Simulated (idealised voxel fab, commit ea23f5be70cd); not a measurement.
Proc. module: voxel self aligned vias
cross-section cut | 195 nm wide | cells 5 nm
Cross-section = grid of square cells, listed top down in bands; band = one or more rows.
The entry gives the band's vertical extent as a top height and a bottom height in nm, then its horizontal make-up as materials from left to right, each with a width in nm. "blank" stands for empty space; a single material marked "edge to edge" fills the band edge to edge.
The reference from which all heights are counted is 0, the level beneath which the as-received wafer is entirely one material; the lowest band, having no lower bound, proceeds downward and is written after the example "0 nm and below".
The expression "30->40" gives the width at the extremes of the band, the first number at its top row of cells and the second at its bottom row, with the width changing by equal amounts from each row to the next in between.
Basically "remained unchanged" means that step didn't change any cell in the cross-section.
Empty spaces counting at least 8 cells and having no open way to the top are listed in "Voids, sealed". The notation width x height at distance is used for each, the distance being from the left edge and all three values in nm.
Post-settings text on a step line: simulator's own remark regarding the step.
overlay nm: on a step with a mask, how far right of its planned place the mask lay; negative means left.

-- Process steps - plan
step 1: RECEIVE, material Si
step 2: CONFORMAL_DEP, material SiO2, thk nm 10
step 3: CONFORMAL_DEP, material SiCN, thk nm 5
step 4: DIRECTIONAL_DEP, material lowk, thk nm 25
step 5: PATTERN, tone open, mask id LINES, material resist, width nm 25, pitch nm 65, thk nm 15, overlay nm 0
step 6: DIRECTIONAL_ETCH, etch materials lowk, depth nm 25
step 7: STRIP, etch materials resist
step 8: CONFORMAL_DEP, material TiN, thk nm 5
step 9: FILL_DEP, material W, thk nm 5
step 10: CMP, height nm 40
step 11: SELECTIVE_ETCH, etch materials W Ru TiN, depth nm 5
step 12: FILL_DEP, material SiN, thk nm 5
step 13: CMP, height nm 40
step 14: DIRECTIONAL_DEP, material lowk, thk nm 20
step 15: PATTERN, tone open, mask id VIAS, material resist, width nm 35, pitch nm 65, thk nm 15, overlay nm 0
step 16: DIRECTIONAL_ETCH, etch materials lowk, depth nm 20
step 17: DIRECTIONAL_ETCH, etch materials SiN, depth nm 5
step 18: STRIP, etch materials resist
step 19: CONFORMAL_DEP, material TiN, thk nm 5
step 20: FILL_DEP, material Ru, thk nm 10
step 21: CMP, height nm 60
step 22: CONFORMAL_DEP, material SiCN, thk nm 5

-- Here's what the wafer looked like in cross-section when it arrived - that's after step 1
> 0 nm and below: Si edge to edge
> Voids, sealed: none

-- Here's the wafer cut in cross-section after the module, started and planned just like above, except one thing was done wrong in the run
> 65 nm to 60 nm: SiCN edge to edge
> 60 nm to 45 nm: 45 nm lowk, 5 nm TiN, 25 nm Ru, 5 nm TiN, 30 nm lowk, 5 nm TiN, 25 nm Ru, 5 nm TiN, 50 nm lowk
> 45 nm to 40 nm: 45 nm lowk, 10 nm TiN, 15 nm Ru, 10 nm TiN, 30 nm lowk, 10 nm TiN, 15 nm Ru, 10 nm TiN, 50 nm lowk
> 40 nm to 35 nm: 50 nm lowk, 25 nm TiN, 40 nm lowk, 25 nm TiN, 55 nm lowk
> 35 nm to 20 nm: 50 nm lowk, 5 nm TiN, 15 nm W, 5 nm TiN, 40 nm lowk, 5 nm TiN, 15 nm W, 5 nm TiN, 55 nm lowk
> 20 nm to 15 nm: 50 nm lowk, 25 nm TiN, 40 nm lowk, 25 nm TiN, 55 nm lowk
> 15 nm to 5 nm: SiO2 edge to edge
> 5 nm to 0 nm: SiCN edge to edge
> 0 nm and below: Si edge to edge
> Voids, sealed: none
In executing the process, a mistake was made relative to the plan: step 3 occupied the plan position of step 2, and the converse holds as well
